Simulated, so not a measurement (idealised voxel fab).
Title: Process Module voxel released beams
Section cut is 185 nm wide and gridded with 5 nm square cells.
Cross-section spec: square-cell grid; bands listed top down; each band is one or more rows.
Basically the band line says how high the top is and how high the bottom is, in nm, and then what's in it from left to right, every material with its width in nm. Empty space shows up as "blank", and if a single material carries "edge to edge" it runs the full band edge to edge.
Basically, 0 is our baseline, since under it the wafer straight out of the box is all one material. The bottom band has no lower end and keeps on going down, so it looks like "0 nm and below".
The two numbers in a width such as "30->40" mark its ends across the band: the first belongs to the top row of cells, the second to the bottom row, and from each row to the next the width moves by the same amount.
"nothing different" -> step changed no cross-section cell.
"Voids lacking openings" enumerates empty spaces isolated from the top, with no open way to it, that contain at least 8 cells, giving each as width x height at distance from the left edge, all three in nm.
Read whatever lies past the settings on a step's line as the simulator's own remark about the step.
overlay nm: step with mask; distance mask lay right of planned place; negative value = left of planned place.
Steps in the process plan
| 1 | RECEIVE [material Si] |
| 2 | CONFORMAL_DEP [material SiN] [thk nm 10] |
| 3 | DIRECTIONAL_DEP [material SiO2] [thk nm 10] |
| 4 | PATTERN [tone open] [mask id ANCHOR] [material resist] [width nm 25] [thk nm 15] [overlay nm 0] |
| 5 | DIRECTIONAL_ETCH [etch materials SiO2] [depth nm 10] |
| 6 | STRIP [etch materials resist] |
| 7 | CONFORMAL_DEP [material TiN] [thk nm 10] |
| 8 | MASKED_ETCH [tone cover] [mask id BEAM] [width nm 95] [etch materials TiN] [depth nm 10] [overlay nm 0] |
| 9 | STRIP [etch materials SiO2] |
First of two wafers, processed according to plan
Wafer cross-section on receipt, i.e. after step 1
	0 nm and below: Si edge to edge
	Voids lacking openings: none
Sectional view: wafer, after step 2
	10 nm to 0 nm: SiN edge to edge
	At heights below 0, the structure remains unaltered.
Sectional view: wafer, after step 3
	20 nm to 10 nm: SiO2 edge to edge
	At heights below 10, the structure remains unaltered.
Sectional view: wafer, after step 4
	35 nm to 20 nm: resist: 45  blank: 25  resist: 115
	At heights below 20, the structure remains unaltered.
Sectional view: wafer, after step 5
	35 nm to 20 nm: resist: 45  blank: 25  resist: 115
	20 nm to 10 nm: SiO2: 45  blank: 25  SiO2: 115
	At heights below 10, the structure remains unaltered.
Sectional view: wafer, after step 6
	20 nm to 10 nm: SiO2: 45  blank: 25  SiO2: 115
	At heights below 10, the structure remains unaltered.
Sectional view: wafer, after step 7
	30 nm to 20 nm: TiN: 55  blank: 5  TiN: 125
	20 nm to 10 nm: SiO2: 45  TiN: 25  SiO2: 115
	At heights below 10, the structure remains unaltered.
Sectional view: wafer, after step 8
	30 nm to 20 nm: blank: 40  TiN: 15  blank: 5  TiN: 75  blank: 50
	At heights below 20, the structure remains unaltered.
Sectional view: wafer, after step 9
	30 nm to 20 nm: blank: 40  TiN: 15  blank: 5  TiN: 75  blank: 50
	20 nm to 10 nm: blank: 45  TiN: 25  blank: 115
	At heights below 10, the structure remains unaltered.
The remaining wafer, second of the two, started like the first and was run to the same plan, except that one mistake was made along the way; the two coincide through step 1, inclusive
Cross-section of the second wafer at the time step 2 of the plan should have ended
	10 nm to 0 nm: SiO2 edge to edge
	At heights below 0, the structure remains unaltered.
Cross-section of the second wafer at the time step 3 of the plan should have ended
	20 nm to 10 nm: SiN edge to edge
	At heights below 10, the structure remains unaltered.
Cross-section of the second wafer at the time step 4 of the plan should have ended
	35 nm to 20 nm: resist: 45  blank: 25  resist: 115
	At heights below 20, the structure remains unaltered.
Cross-section of the second wafer at the time step 5 of the plan should have ended: nothing different
Cross-section of the second wafer at the time step 6 of the plan should have ended
	20 nm to 10 nm: SiN edge to edge
	At heights below 10, the structure remains unaltered.
Cross-section of the second wafer at the time step 7 of the plan should have ended
	30 nm to 20 nm: TiN edge to edge
	At heights below 20, the structure remains unaltered.
Cross-section of the second wafer at the time step 8 of the plan should have ended
	30 nm to 20 nm: blank: 40  TiN: 95  blank: 50
	At heights below 20, the structure remains unaltered.
Cross-section of the second wafer at the time step 9 of the plan should have ended: nothing different
Deviation from plan: contrary to the plan, steps 2 and 3 were processed in exchanged order
at the end the second wafer has, in cells: SiO2: 74 more | TiN: 8 fewer
